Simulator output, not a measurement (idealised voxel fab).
Process module under the name voxel ribs on slabs
Section shown: cut. Width: 240 nm. Cell size: 5 nm, square.
Cross-section layout: square cells on a grid; listed as bands, top to bottom; a band spans one or more cell rows. The band entry comprises the height of the band's top followed by the height of its bottom, expressed in nm, and subsequently the band's materials from left to right, each stated together with its width in nm. Where a single material is marked with the word "throughout", that material fills the band from edge to edge. The word "air" represents empty space. All heights in this document are referenced to 0, defined as the level beneath which the wafer, as received, consists entirely of one material. The lowest band is not bounded below; it extends indefinitely downward and is written in the form "0 and below". Note: "30 to 40" means the width goes from the first number (top row of the band) to the second number (bottom row) in equal steps per row of cells. "no modifications" -> step changed no cross-section cell. "Closed void listing" specifies each empty space that is not open to the top and that occupies no fewer than 8 cells, using the form width x height at distance, the distance measured from the left edge and all three quantities in nm. Past the settings on a step's line: simulator remark, on that step. "overlay nm" on a masked step: distance the mask lay right of its planned place, negative for left.

# Intended process steps
1) RECEIVE with material Si
2) DIRECTIONAL_DEP with material SiO2, thk nm 30
3) DIRECTIONAL_DEP with material SiN, thk nm 25
4) DIRECTIONAL_DEP with material aC, thk nm 10
5) PATTERN with tone cover, mask id RIB, material resist, width nm 25, thk nm 25, overlay nm 0
6) DIRECTIONAL_ETCH with etch materials aC, depth nm 10
7) STRIP with etch materials resist
8) DIRECTIONAL_ETCH with etch materials SiN, depth nm 10
9) STRIP with etch materials aC
10) PATTERN with tone cover, mask id SLAB, material resist, width nm 85, thk nm 20, overlay nm 0
11) DIRECTIONAL_ETCH with etch materials SiN, depth nm 15
12) STRIP with etch materials resist
13) FILL_DEP with material SiO2, thk nm 30
14) CMP with height nm 75
15) DIRECTIONAL_DEP with material W, thk nm 10
16) DIRECTIONAL_DEP with material aC, thk nm 15
17) PATTERN with tone cover, mask id HEATER, material resist, width nm 35, thk nm 35, overlay nm 0
18) DIRECTIONAL_ETCH with etch materials aC, depth nm 15
19) STRIP with etch materials resist
20) DIRECTIONAL_ETCH with etch materials W, depth nm 10
21) STRIP with etch materials aC
22) CONFORMAL_DEP with material SiN, thk nm 10

# Delivered wafer in cross-section: state after step 1
0 and below  Si throughout
Closed void listing: none

# First of two wafers, end-of-module section, run followed plan
95 down to 85  air: 90, SiN: 55, air: 95
85 down to 75  SiN: 100, W: 35, SiN: 105
75 down to 55  SiO2 throughout
55 down to 45  SiO2: 105, SiN: 25, SiO2: 110
45 down to 30  SiO2: 75, SiN: 85, SiO2: 80
30 down to 0  SiO2 throughout
0 and below  Si throughout
Closed void listing: none

# Cross-section, wafer two of two, end of module: same start and plan as wafer one, one error in execution
95 down to 90  air: 90, SiN: 55, air: 95
90 down to 85  SiN throughout
85 down to 80  SiN: 100, W: 35, SiN: 105
80 down to 75  W throughout
75 down to 55  SiO2 throughout
55 down to 45  SiO2: 105, SiN: 25, SiO2: 110
45 down to 30  SiO2: 75, SiN: 85, SiO2: 80
30 down to 0  SiO2 throughout
0 and below  Si throughout
Closed void listing: none
Misprocessing identified: not per plan at step 20, really ran DIRECTIONAL_ETCH with etch materials W, depth nm 5
Count the cells at the end and the second wafer has more or fewer of some materials than the first: SiN: 4 fewer, W: 41 more
